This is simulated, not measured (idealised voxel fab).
This is a process module. Its name is voxel air gaps.
For reference, the cross-section in this document is cut, with width 295 nm and square cells of 5 nm.
Cross-section format: a grid of square cells, given as bands from top to bottom; each band is one or more rows of cells.
Basically the band line says how high the top is and how high the bottom is, in nm, and then what's in it from left to right, every material with its width in nm. Empty space shows up as "air", and if a single material carries "everywhere" it runs the full band edge to edge.
The reference from which all heights are counted is 0, the level beneath which the as-received wafer is entirely one material; the lowest band, having no lower bound, proceeds downward and is written after the example "0 down".
Graded width ("30..40"): value in top row of band = first number; value in bottom row = second number; row-to-row change constant.
It should be understood that the words "no change occurred", when stated for a given step, signify that the cross-section underwent no change in any of its cells during that step.
If an empty space has no open way to the top and is at least 8 cells in size, "Cavities, closed" lists it, written width x height at distance, where distance is measured from the left edge and every value is in nm.
Anything after a step's settings on that line? It's the simulator's own note about the step.
For masked steps, "overlay nm" on the step line gives how far right of plan the mask actually lay; a minus sign means it lay to the left.

**List of planned process steps**
1 RECEIVE (material Si)
2 CONFORMAL_DEP (material SiO2; thk nm 15)
3 CONFORMAL_DEP (material SiCN; thk nm 5)
4 DIRECTIONAL_DEP (material SiO2; thk nm 40)
5 PATTERN (tone open; mask id LINES; material resist; width nm 20; pitch nm 45; thk nm 15; overlay nm 0)
6 DIRECTIONAL_ETCH (etch materials SiO2; depth nm 40)
7 STRIP (etch materials resist)
8 CONFORMAL_DEP (material TiN; thk nm 5)
9 FILL_DEP (material Ru; thk nm 10)
10 CMP (height nm 60)
11 EPI (material Ru; thk nm 10)
12 SELECTIVE_ETCH (etch materials SiO2; depth nm 50)
13 CONFORMAL_DEP (material SiCN; thk nm 5)

**Cross-sectional view of the wafer in its as-received condition, corresponding to the state after step 1**
> 0 down  Si everywhere
> Cavities, closed: none

**Cross-section: first of two wafers, module finished, run according to plan**
> 75 to 70  55 air, 185 SiCN, 55 air
> 70 to 60  55 air, 5 SiCN, 40 Ru, 5 SiCN, 40 Ru, 5 SiCN, 40 Ru, 5 SiCN, 40 Ru, 5 SiCN, 55 air
> 60 to 55  55 air, 15 SiCN, 5 TiN, 10 Ru, 5 TiN, 25 SiCN, 5 TiN, 10 Ru, 5 TiN, 25 SiCN, 5 TiN, 10 Ru, 5 TiN, 25 SiCN, 5 TiN, 10 Ru, 5 TiN, 15 SiCN, 55 air
> 55 to 25  65 air, 5 SiCN, 5 TiN, 10 Ru, 5 TiN, 5 SiCN, 15 air, 5 SiCN, 5 TiN, 10 Ru, 5 TiN, 5 SiCN, 15 air, 5 SiCN, 5 TiN, 10 Ru, 5 TiN, 5 SiCN, 15 air, 5 SiCN, 5 TiN, 10 Ru, 5 TiN, 5 SiCN, 65 air
> 25 to 20  70 SiCN, 20 TiN, 25 SiCN, 20 TiN, 25 SiCN, 20 TiN, 25 SiCN, 20 TiN, 70 SiCN
> 20 to 15  SiCN everywhere
> 15 to 0  SiO2 everywhere
> 0 down  Si everywhere
> Cavities, closed: 15 x 30 at 95; 15 x 30 at 140; 15 x 30 at 185

**Cross-sectional view: second of two wafers, end of module; start and plan identical to the first, one mistake in running**
> 75 to 70  SiCN everywhere
> 70 to 20  Ru everywhere
> 20 to 15  SiCN everywhere
> 15 to 0  SiO2 everywhere
> 0 down  Si everywhere
> Cavities, closed: none
Finding, execution versus plan: step 4 off recipe, ran as DIRECTIONAL_DEP (material Ru; thk nm 40)
FYI, end of process, the second wafer has more or fewer cells of some materials than the first: Ru: 470 more | SiCN: 100 fewer | TiN: 72 fewer
Final count of closed voids per wafer: 3 in the first, 0 in the second.
